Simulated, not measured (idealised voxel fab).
The document below concerns the process module designated voxel local oxidation.
Cross-section cut: width 250 nm, square cells of 5 nm.
In this document a cross-section is written as a grid of square cells. It is given as a series of bands, listed from the top down, and a band is one or more rows of cells. Band: top and bottom heights (nm) first, top before bottom; then materials from left to right, widths in nm. "all across" marks a sole material filling the band edge to edge. "air" denotes empty space. Heights from 0 (as-received wafer is one material below). Bottom band endless downward, as "0 and below". The width entry "30..40" should be interpreted row by row: the top row of cells in the band takes the first number, the bottom row takes the second number, and the change between adjacent rows is uniform throughout. Key: "no modifications" - step with no changed cell in the cross-section. Look at "Unvented cavities" for the closed voids: empty spaces with no open path to the top, sized 8 cells or up. Each is width x height at distance, distance from the left edge, all nm. What comes after the settings on a step's line is commentary from the simulator itself on that step. A step line may carry the setting "overlay nm", which, for steps involving a mask, states the distance by which the mask lay to the right of its intended position; negative values denote displacement to the left.

PLANNED PROCESS STEPS
1 RECEIVE: material Si
2 CONFORMAL_DEP: material SiO2, thk nm 5
3 CONFORMAL_DEP: material SiN, thk nm 15
4 DIRECTIONAL_DEP: material aC, thk nm 15
5 PATTERN: tone cover, mask id ACTIVE, material resist, width nm 125, thk nm 35, overlay nm 0
6 DIRECTIONAL_ETCH: etch materials aC, depth nm 15
7 STRIP: etch materials resist
8 DIRECTIONAL_ETCH: etch materials SiN, depth nm 15
9 STRIP: etch materials aC
10 SELECTIVE_ETCH: etch materials SiO2, depth nm 5
11 OXIDIZE: depth nm 15
12 STRIP: etch materials SiN

THE CROSS-SECTION HERE SHOWS THE WAFER AS RECEIVED, I.E. IN ITS STATE AFTER STEP 1
0 and below | Si all across
Unvented cavities: none

RESULT OF THE MODULE, CROSS-SECTIONED: START PER ABOVE, PLAN PER ABOVE, ONE ERROR IN HOW IT WAS RUN
5 down to 0 | 60 air, then 125 SiO2, then 65 air
0 down to -15 | 75 SiO2, then 95 Si, then 80 SiO2
-15 and below | Si all across
Unvented cavities: none
Error vs. plan: step 5 was processed under conditions differing from the plan, specifically as PATTERN: tone cover, mask id ACTIVE, material resist, width nm 135, thk nm 35, overlay nm 0
